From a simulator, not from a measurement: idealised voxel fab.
You're looking at the process module voxel released beams.
The figure presents cross-section cut, which has a width of 285 nm and is divided into square cells with an edge length of 5 nm.
Cross-section layout: square cells on a grid; listed as bands, top to bottom; a band spans one or more cell rows.
Within each band entry, the heights of the top and of the bottom of the band appear first, in that order and in nm; the materials of the band then follow from left to right, each with its corresponding width in nm. The designation "edge to edge" on a single material indicates that it fills the band from edge to edge; the designation "empty" indicates empty space.
Ref level 0: as-received wafer is one material below here. Bottom band extends down with no lower bound ("0 -> down").
It should be noted that a width expressed as "30 to 40" varies in equal increments from row to row of cells within the band, taking the value of the first number at the top row and that of the second number at the bottom row.
"changes: none" for a step: no cell of the cross-section changed in that step.
Closed empty spaces (no open way to the top) of 8 cells or more are what "Closed internal voids" lists, each as width x height at distance from the left edge, nm for all three.
after a step's settings: what the simulator itself notes on the step
The line of a step may include "overlay nm". On a step with a mask, this value is how far to the right of its planned place the mask lay. A negative value means the mask lay to the left.

### The following list gives the planned process steps
1. op RECEIVE | material Si
2. op CONFORMAL_DEP | material SiN | thk nm 10
3. op DIRECTIONAL_DEP | material SiO2 | thk nm 10
4. op MASKED_ETCH | tone open | mask id ANCHOR | width nm 25 | etch materials SiO2 | depth nm 10 | overlay nm 0
5. op CONFORMAL_DEP | material polySi | thk nm 10
6. op DIRECTIONAL_DEP | material aC | thk nm 15
7. op PATTERN | tone cover | mask id BEAM | material resist | width nm 90 | thk nm 30 | overlay nm 0
8. op DIRECTIONAL_ETCH | etch materials aC | depth nm 15
9. op STRIP | etch materials resist
10. op DIRECTIONAL_ETCH | etch materials polySi | depth nm 10
11. op STRIP | etch materials aC
12. op STRIP | etch materials SiO2

### First wafer, two in total, run as planned

### Incoming wafer in cross-section (state: after step 1)
> 0 -> down  Si edge to edge
> Closed internal voids: none

### Once step 2 is through, the wafer looks like this in cross-section
> 10 -> 0  SiN edge to edge
> For the remainder of the cross-section, below 0, there is no change.

### Once step 3 is through, the wafer looks like this in cross-section
> 20 -> 10  SiO2 edge to edge
> For the remainder of the cross-section, below 10, there is no change.

### Once step 4 is through, the wafer looks like this in cross-section
> 20 -> 10  100 nm SiO2 / 25 nm empty / 160 nm SiO2
> For the remainder of the cross-section, below 10, there is no change.

### Once step 5 is through, the wafer looks like this in cross-section
> 30 -> 20  110 nm polySi / 5 nm empty / 170 nm polySi
> 20 -> 10  100 nm SiO2 / 25 nm polySi / 160 nm SiO2
> For the remainder of the cross-section, below 10, there is no change.

### Once step 6 is through, the wafer looks like this in cross-section
> 45 -> 35  110 nm aC / 5 nm empty / 170 nm aC
> 35 -> 30  aC edge to edge
> 30 -> 20  110 nm polySi / 5 nm aC / 170 nm polySi
> For the remainder of the cross-section, below 20, there is no change.

### Once step 7 is through, the wafer looks like this in cross-section
> 75 -> 45  95 nm empty / 90 nm resist / 100 nm empty
> 45 -> 35  110 nm aC / 5 nm resist / 170 nm aC
> For the remainder of the cross-section, below 35, there is no change.

### Once step 8 is through, the wafer looks like this in cross-section
> 60 -> 45  95 nm empty / 90 nm resist / 100 nm empty
> 45 -> 35  95 nm empty / 15 nm aC / 5 nm resist / 70 nm aC / 100 nm empty
> 35 -> 30  95 nm empty / 90 nm aC / 100 nm empty
> For the remainder of the cross-section, below 30, there is no change.

### Once step 9 is through, the wafer looks like this in cross-section
> 45 -> 35  95 nm empty / 15 nm aC / 5 nm empty / 70 nm aC / 100 nm empty
> For the remainder of the cross-section, below 35, there is no change.

### Once step 10 is through, the wafer looks like this in cross-section
> 45 -> 35  95 nm empty / 15 nm aC / 5 nm empty / 70 nm aC / 100 nm empty
> 35 -> 30  95 nm empty / 90 nm aC / 100 nm empty
> 30 -> 20  95 nm empty / 15 nm polySi / 5 nm aC / 70 nm polySi / 100 nm empty
> For the remainder of the cross-section, below 20, there is no change.

### Once step 11 is through, the wafer looks like this in cross-section
> 30 -> 20  95 nm empty / 15 nm polySi / 5 nm empty / 70 nm polySi / 100 nm empty
> For the remainder of the cross-section, below 20, there is no change.

### Once step 12 is through, the wafer looks like this in cross-section
> 30 -> 20  95 nm empty / 15 nm polySi / 5 nm empty / 70 nm polySi / 100 nm empty
> 20 -> 10  100 nm empty / 25 nm polySi / 160 nm empty
> For the remainder of the cross-section, below 10, there is no change.

### second wafer: like start, like plan, one mistake. Through step 2 it matches the first wafer

### Cross-section: second wafer, time at which step 3 was scheduled to end
> 15 -> 10  SiO2 edge to edge
> For the remainder of the cross-section, below 10, there is no change.

### Cross-section: second wafer, time at which step 4 was scheduled to end
> 15 -> 10  100 nm SiO2 / 25 nm empty / 160 nm SiO2
> For the remainder of the cross-section, below 10, there is no change.

### Cross-section: second wafer, time at which step 5 was scheduled to end
> 25 -> 20  110 nm polySi / 5 nm empty / 170 nm polySi
> 20 -> 15  polySi edge to edge
> 15 -> 10  100 nm SiO2 / 25 nm polySi / 160 nm SiO2
> For the remainder of the cross-section, below 10, there is no change.

### Cross-section: second wafer, time at which step 6 was scheduled to end
> 40 -> 35  110 nm aC / 5 nm empty / 170 nm aC
> 35 -> 25  aC edge to edge
> 25 -> 20  110 nm polySi / 5 nm aC / 170 nm polySi
> For the remainder of the cross-section, below 20, there is no change.

### Cross-section: second wafer, time at which step 7 was scheduled to end
> 70 -> 40  95 nm empty / 90 nm resist / 100 nm empty
> 40 -> 35  110 nm aC / 5 nm resist / 170 nm aC
> For the remainder of the cross-section, below 35, there is no change.

### Cross-section: second wafer, time at which step 8 was scheduled to end
> 55 -> 40  95 nm empty / 90 nm resist / 100 nm empty
> 40 -> 35  95 nm empty / 15 nm aC / 5 nm resist / 70 nm aC / 100 nm empty
> 35 -> 25  95 nm empty / 90 nm aC / 100 nm empty
> For the remainder of the cross-section, below 25, there is no change.

### Cross-section: second wafer, time at which step 9 was scheduled to end
> 40 -> 35  95 nm empty / 15 nm aC / 5 nm empty / 70 nm aC / 100 nm empty
> For the remainder of the cross-section, below 35, there is no change.

### Cross-section: second wafer, time at which step 10 was scheduled to end
> 40 -> 35  95 nm empty / 15 nm aC / 5 nm empty / 70 nm aC / 100 nm empty
> 35 -> 25  95 nm empty / 90 nm aC / 100 nm empty
> 25 -> 20  95 nm empty / 15 nm polySi / 5 nm aC / 70 nm polySi / 100 nm empty
> 20 -> 15  95 nm empty / 90 nm polySi / 100 nm empty
> For the remainder of the cross-section, below 15, there is no change.

### Cross-section: second wafer, time at which step 11 was scheduled to end
> 25 -> 20  95 nm empty / 15 nm polySi / 5 nm empty / 70 nm polySi / 100 nm empty
> For the remainder of the cross-section, below 20, there is no change.

### Cross-section: second wafer, time at which step 12 was scheduled to end
> 25 -> 20  95 nm empty / 15 nm polySi / 5 nm empty / 70 nm polySi / 100 nm empty
> 20 -> 10  95 to 100 nm empty / 90 to 25 nm polySi / 100 to 160 nm empty
> For the remainder of the cross-section, below 10, there is no change.
The mistake made against the process plan was this: so step 3 ended up running with a different setting than we planned, it ran as op DIRECTIONAL_DEP | material SiO2 | thk nm 5
Once processing is complete, comparing cell counts shows that the second wafer has more or fewer of certain materials than the first: -4 polySi
